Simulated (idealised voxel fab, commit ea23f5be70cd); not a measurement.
process module | voxel tone inversion
cross-section cut | 260 nm wide | cells 5 nm
A cross-section is a grid of square cells, given in bands from the top down. A band is one or more rows of cells.
Each band's line starts with the height of the band's top and of its bottom, in nm. Then come its materials from left to right, each with its width in nm. One material with "throughout" fills the band from edge to edge. "air" is empty space.
Height 0 is the level under which the wafer as received is all one material. The lowest band goes on downwards, as in "0 down".
A width such as "30 to 40" changes by the same amount from each row of cells to the next, from the band's top row to its bottom row.
"no change" after a step means that no cell of the cross-section changed.
closed voids: empty space of 8 cells or more with no open way to the top, each as width x height at its distance from the left edge, in nm
after a step's settings: what the simulator itself notes on the step
overlay nm, on a step with a mask: how far to the right of its planned place the mask lay; to the left if negative
plan
1 op RECEIVE | material Si
2 op CONFORMAL_DEP | material SiCN | thk nm 10
3 op DIRECTIONAL_DEP | material polySi | thk nm 25
4 op PATTERN | tone cover | mask id POSTS | material resist | width nm 20 | pitch nm 45 | thk nm 30 | overlay nm -15
5 op DIRECTIONAL_ETCH | etch materials polySi | depth nm 25
6 op STRIP | etch materials resist
7 op FILL_DEP | material lowk | thk nm 10
8 op CMP | height nm 35
9 op STRIP | etch materials polySi
varied across the wafers: overlay nm of step 4. The plan shows the first wafer's value. All wafers start alike
first wafer as received, after step 1
  0 down: Si throughout
  closed voids: none
each wafer at the end: cells of each material gained (+) or lost (-) since it was received, then its closed voids
overlay nm -15 | +104 SiCN | +180 lowk | closed voids: none
overlay nm -10 | +104 SiCN | +180 lowk | closed voids: none
overlay nm -5 | +104 SiCN | +180 lowk | closed voids: none
overlay nm 0 | +104 SiCN | +180 lowk | closed voids: none
overlay nm 5 | +104 SiCN | +180 lowk | closed voids: none
overlay nm 10 | +104 SiCN | +180 lowk | closed voids: none
overlay nm 15 | +104 SiCN | +180 lowk | closed voids: none
